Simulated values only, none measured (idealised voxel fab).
process module | voxel capacitor over wiring
cross-section cut | 215 nm wide | cells 5 nm
A cross-section is a grid of square cells, given in bands from the top down. A band is one or more rows of cells.
Each band's line starts with the height of the band's top and of its bottom, in nm. Then come its materials from left to right, each with its width in nm. One material with "throughout" fills the band from edge to edge. "air" is empty space.
Height 0 is the level under which the wafer as received is all one material. The lowest band goes on downwards, as in "0 down".
A width such as "30 to 40" changes by the same amount from each row of cells to the next, from the band's top row to its bottom row.
"no change" after a step means that no cell of the cross-section changed.
closed voids: empty space of 8 cells or more with no open way to the top, each as width x height at its distance from the left edge, in nm
after a step's settings: what the simulator itself notes on the step
overlay nm, on a step with a mask: how far to the right of its planned place the mask lay; to the left if negative
plan
1 op RECEIVE | material Si
2 op CONFORMAL_DEP | material SiO2 | thk nm 15
3 op CONFORMAL_DEP | material SiCN | thk nm 5
4 op DIRECTIONAL_DEP | material SiO2 | thk nm 20
5 op MASKED_ETCH | tone open | mask id METAL_1 | width nm 30 | pitch nm 80 | etch materials SiO2 | depth nm 20 | overlay nm 0
6 op MASKED_ETCH | tone open | mask id METAL_1 | width nm 30 | pitch nm 80 | etch materials SiCN | depth nm 5 | overlay nm 0
7 op CONFORMAL_DEP | material TiN | thk nm 5
8 op FILL_DEP | material Cu | thk nm 10
9 op CMP | height nm 40
10 op CONFORMAL_DEP | material SiCN | thk nm 5
11 op DIRECTIONAL_DEP | material lowk | thk nm 15
12 op MASKED_ETCH | tone open | mask id PLUG_1 | width nm 15 | etch materials lowk | depth nm 15 | overlay nm 0
13 op MASKED_ETCH | tone open | mask id PLUG_1 | width nm 15 | etch materials SiCN | depth nm 5 | overlay nm 0
14 op CONFORMAL_DEP | material TiN | thk nm 5
15 op FILL_DEP | material W | thk nm 10
16 op CMP | height nm 60
17 op DIRECTIONAL_DEP | material TiN | thk nm 10
18 op DIRECTIONAL_DEP | material HfO2 | thk nm 5
19 op DIRECTIONAL_DEP | material TiN | thk nm 5
20 op MASKED_ETCH | tone cover | mask id UPPER_PLATE | width nm 55 | etch materials TiN | depth nm 5 | overlay nm 0
21 op MASKED_ETCH | tone cover | mask id UPPER_PLATE | width nm 55 | etch materials HfO2 | depth nm 5 | overlay nm 0
22 op MASKED_ETCH | tone cover | mask id LOWER_PLATE | width nm 65 | etch materials TiN | depth nm 10 | overlay nm 0
23 op FILL_DEP | material SiO2 | thk nm 20
24 op CMP | height nm 95
25 op MASKED_ETCH | tone open | mask id PLUG_2 | width nm 15 | etch materials SiO2 | depth nm 15 | overlay nm 0
26 op CONFORMAL_DEP | material TiN | thk nm 5
27 op FILL_DEP | material Cu | thk nm 10
28 op CMP | height nm 95
29 op CONFORMAL_DEP | material SiCN | thk nm 5
as received, after step 1
  0 down: Si throughout
  closed voids: none
a wafer at the end: this start, this plan, one mistake
  100 to 95: SiCN throughout
  95 to 85: SiO2 70 | TiN 5 | Cu 5 | TiN 5 | SiO2 130
  85 to 75: SiO2 70 to 65 | TiN 15 to 55 | SiO2 130 to 95
  75 to 70: SiO2 65 | HfO2 55 | SiO2 95
  70 to 60: SiO2 60 | TiN 65 | SiO2 90
  60 to 45: lowk 65 | TiN 5 | W 5 | TiN 5 | lowk 135
  45 to 40: SiCN 65 | TiN 15 | SiCN 135
  40 to 20: SiO2 50 | TiN 5 | Cu 20 | TiN 5 | SiO2 50 | TiN 5 | Cu 20 | TiN 5 | SiO2 55
  20 to 15: SiCN 50 | TiN 30 | SiCN 50 | TiN 30 | SiCN 55
  15 to 0: SiO2 throughout
  0 down: Si throughout
  closed voids: none
what went wrong: step 25 ran as: op MASKED_ETCH | tone open | mask id PLUG_2 | width nm 15 | etch materials SiO2 | depth nm 15 | overlay nm -5
